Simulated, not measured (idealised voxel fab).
Name of the process module below: voxel quadruple lines
Displayed cross-section: cut, width of 290 nm, square cells sized 5 nm.
A cross-section is written here as square cells arranged in a grid, and it is given in bands from the top down, each band taking up one or more rows of cells.
Heads up on the band format: heights come first, top then bottom, in nm. After that it's the materials left to right, each with its width in nm. A single material flagged "edge to edge" fills the whole band edge to edge, and "air" means there's empty space there.
It should be noted that heights are counted from 0, beneath which the wafer as supplied is of one material throughout, and that the lowest band possesses no lower boundary but continues downward, as written in "0 -> down".
The notation "30 to 40" denotes a width that varies across the rows of cells in the band, beginning at the first number in the top row, finishing at the second number in the bottom row, and changing by an identical amount from each row to the next.
A step reported as "changes: none" is a step in which no cell of the cross-section changed.
In the "Sealed internal voids" entry, you get each enclosed empty space of 8 cells or more, one with no open way to the top, written width x height at distance, distance from the left edge, in nm.
Anything after a step's settings on that line? It's the simulator's own note about the step.
overlay nm, on a step with a mask: how far to the right of its planned place the mask lay; to the left if negative

List of planned process steps
1: op RECEIVE | material Si
2: op CONFORMAL_DEP | material Al2O3 | thk nm 10
3: op DIRECTIONAL_DEP | material Ru | thk nm 10
4: op DIRECTIONAL_DEP | material polySi | thk nm 20
5: op DIRECTIONAL_DEP | material aC | thk nm 20
6: op PATTERN | tone cover | mask id MANDREL | material resist | width nm 25 | thk nm 25 | overlay nm 0
7: op DIRECTIONAL_ETCH | etch materials aC | depth nm 20
8: op STRIP | etch materials resist
9: op CONFORMAL_DEP | material SiO2 | thk nm 15
10: op DIRECTIONAL_ETCH | etch materials SiO2 | depth nm 15
11: op STRIP | etch materials aC
12: op DIRECTIONAL_ETCH | etch materials polySi | depth nm 20
13: op STRIP | etch materials SiO2
14: op CONFORMAL_DEP | material SiN | thk nm 5
15: op DIRECTIONAL_ETCH | etch materials SiN | depth nm 5
16: op STRIP | etch materials polySi
17: op DIRECTIONAL_ETCH | etch materials Ru | depth nm 10
18: op STRIP | etch materials SiN

Received-state cross-section, reflecting completion of step 1
- 0 -> down | Si edge to edge
- Sealed internal voids: none

Wafer at module end, in section. Began as above, planned as above, run with one mistake
- 20 -> 10 | air=105 | Ru=5 | air=15 | Ru=5 | air=15 | Ru=5 | air=15 | Ru=5 | air=120
- 10 -> 0 | Al2O3 edge to edge
- 0 -> down | Si edge to edge
- Sealed internal voids: none
So what did we get wrong on this run? step 6 off recipe, ran as op PATTERN | tone cover | mask id MANDREL | material resist | width nm 25 | thk nm 25 | overlay nm -5
